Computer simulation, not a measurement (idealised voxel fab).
The following process module bears the name voxel capacitor over wiring.
Each square cell in cross-section cut measures 5 nm, and the section as a whole is 215 nm wide.
Cross-section layout: square cells on a grid; listed as bands, top to bottom; a band spans one or more cell rows. Quick guide to a band line: top height, bottom height (nm) up front; then every material left to right with its width in nm. Only one material and it's marked "all across"? Then it fills the band edge to edge. And "blank" just means empty space. Where do heights start? At 0: under that level the wafer as delivered is made of one material only. And the lowest band has no floor; it just carries on downward, as in "0 -> down". The expression "30->40" gives the width at the extremes of the band, the first number at its top row of cells and the second at its bottom row, with the width changing by equal amounts from each row to the next in between. "changes: none", as given for a step, is the statement that not any cell of the cross-section underwent a change during that step. Entry "Voids, sealed". Content: empty spaces with no open connection to the top, size 8 cells or greater. Each: width x height at distance. Distance: from left edge. Unit: nm. Read whatever lies past the settings on a step's line as the simulator's own remark about the step. overlay nm: mask right of planned place by this much (step with mask). Neg. = left.
**Listed below are the process steps as planned**
1) RECEIVE, material Si
2) CONFORMAL_DEP, material SiO2, thk nm 15
3) CONFORMAL_DEP, material SiN, thk nm 5
4) DIRECTIONAL_DEP, material SiO2, thk nm 25
5) PATTERN, tone open, mask id METAL_1, material resist, width nm 25, pitch nm 80, thk nm 15, overlay nm 0
6) DIRECTIONAL_ETCH, etch materials SiO2, depth nm 25
7) DIRECTIONAL_ETCH, etch materials SiN, depth nm 5
8) STRIP, etch materials resist
9) CONFORMAL_DEP, material TiN, thk nm 5
10) FILL_DEP, material W, thk nm 10
11) CMP, height nm 45
12) EPI, material Ru, thk nm 5
13) FILL_DEP, material SiCN, thk nm 5
14) DIRECTIONAL_DEP, material lowk, thk nm 15
15) PATTERN, tone open, mask id PLUG_1, material resist, width nm 15, thk nm 15, overlay nm 0
16) DIRECTIONAL_ETCH, etch materials lowk, depth nm 15
17) DIRECTIONAL_ETCH, etch materials SiCN, depth nm 5
18) STRIP, etch materials resist
19) EPI, material Ru, thk nm 10
20) EPI, material Ru, thk nm 10
21) DIRECTIONAL_DEP, material TiN, thk nm 5
22) DIRECTIONAL_DEP, material HfO2, thk nm 5
23) DIRECTIONAL_DEP, material TiN, thk nm 5
24) PATTERN, tone cover, mask id UPPER_PLATE, material resist, width nm 60, thk nm 20, overlay nm 0
25) DIRECTIONAL_ETCH, etch materials TiN, depth nm 5
26) DIRECTIONAL_ETCH, etch materials HfO2, depth nm 5
27) STRIP, etch materials resist
28) PATTERN, tone cover, mask id LOWER_PLATE, material resist, width nm 70, thk nm 20, overlay nm 0
29) DIRECTIONAL_ETCH, etch materials TiN, depth nm 5
30) STRIP, etch materials resist
31) FILL_DEP, material SiO2, thk nm 20
32) CMP, height nm 100
33) MASKED_ETCH, tone open, mask id PLUG_2, width nm 15, etch materials SiO2, depth nm 15, overlay nm 0
34) CONFORMAL_DEP, material TiN, thk nm 5
35) FILL_DEP, material Ru, thk nm 10
36) CMP, height nm 100
37) CONFORMAL_DEP, material SiCN, thk nm 5
The plan's step 37 thk nm is the first wafer's value; the wafers differ in this setting and start identical.
**Cross-section of the first of several wafers as received (after step 1)**
> 0 -> down = Si all across
> Voids, sealed: none
**Cross-section of the first of several wafers once the module has run through its last step, step 37**
> 105 -> 100 = SiCN all across
> 100 -> 90 = SiO2: 75, TiN: 5, Ru: 5, TiN: 5, SiO2: 125
> 90 -> 80 = SiO2: 75->65, TiN: 15->60, SiO2: 125->90
> 80 -> 75 = SiO2: 65, HfO2: 60, SiO2: 90
> 75 -> 70 = SiO2: 60, TiN: 70, SiO2: 85
> 70 -> 55 = lowk: 65, Ru: 15, lowk: 135
> 55 -> 50 = SiCN: 65, Ru: 15, SiCN: 135
> 50 -> 45 = SiCN: 50, Ru: 35, SiCN: 45, Ru: 35, SiCN: 50
> 45 -> 20 = SiO2: 55, TiN: 5, W: 15, TiN: 5, SiO2: 55, TiN: 5, W: 15, TiN: 5, SiO2: 55
> 20 -> 15 = SiN: 55, TiN: 25, SiN: 55, TiN: 25, SiN: 55
> 15 -> 0 = SiO2 all across
> 0 -> down = Si all across
> Voids, sealed: none
**Module end, final wafer: cross-section**
> 120 -> 100 = SiCN all across
> 100 -> 90 = SiO2: 75, TiN: 5, Ru: 5, TiN: 5, SiO2: 125
> 90 -> 80 = SiO2: 75->65, TiN: 15->60, SiO2: 125->90
> 80 -> 75 = SiO2: 65, HfO2: 60, SiO2: 90
> 75 -> 70 = SiO2: 60, TiN: 70, SiO2: 85
> 70 -> 55 = lowk: 65, Ru: 15, lowk: 135
> 55 -> 50 = SiCN: 65, Ru: 15, SiCN: 135
> 50 -> 45 = SiCN: 50, Ru: 35, SiCN: 45, Ru: 35, SiCN: 50
> 45 -> 20 = SiO2: 55, TiN: 5, W: 15, TiN: 5, SiO2: 55, TiN: 5, W: 15, TiN: 5, SiO2: 55
> 20 -> 15 = SiN: 55, TiN: 25, SiN: 55, TiN: 25, SiN: 55
> 15 -> 0 = SiO2 all across
> 0 -> down = Si all across
> Voids, sealed: none
**Quick key for the table: a row per wafer, taken at the end of the module. For each material it tells you how many cells the wafer gained (+) or lost (-) since it came in, and the closed voids come after**
thk nm 5, +12 HfO2, +28 Ru, +112 SiCN, +33 SiN, +505 SiO2, +63 TiN, +30 W, +120 lowk, Voids, sealed: none
thk nm 10, +12 HfO2, +28 Ru, +155 SiCN, +33 SiN, +505 SiO2, +63 TiN, +30 W, +120 lowk, Voids, sealed: none
thk nm 15, +12 HfO2, +28 Ru, +198 SiCN, +33 SiN, +505 SiO2, +63 TiN, +30 W, +120 lowk, Voids, sealed: none
thk nm 20, +12 HfO2, +28 Ru, +241 SiCN, +33 SiN, +505 SiO2, +63 TiN, +30 W, +120 lowk, Voids, sealed: none
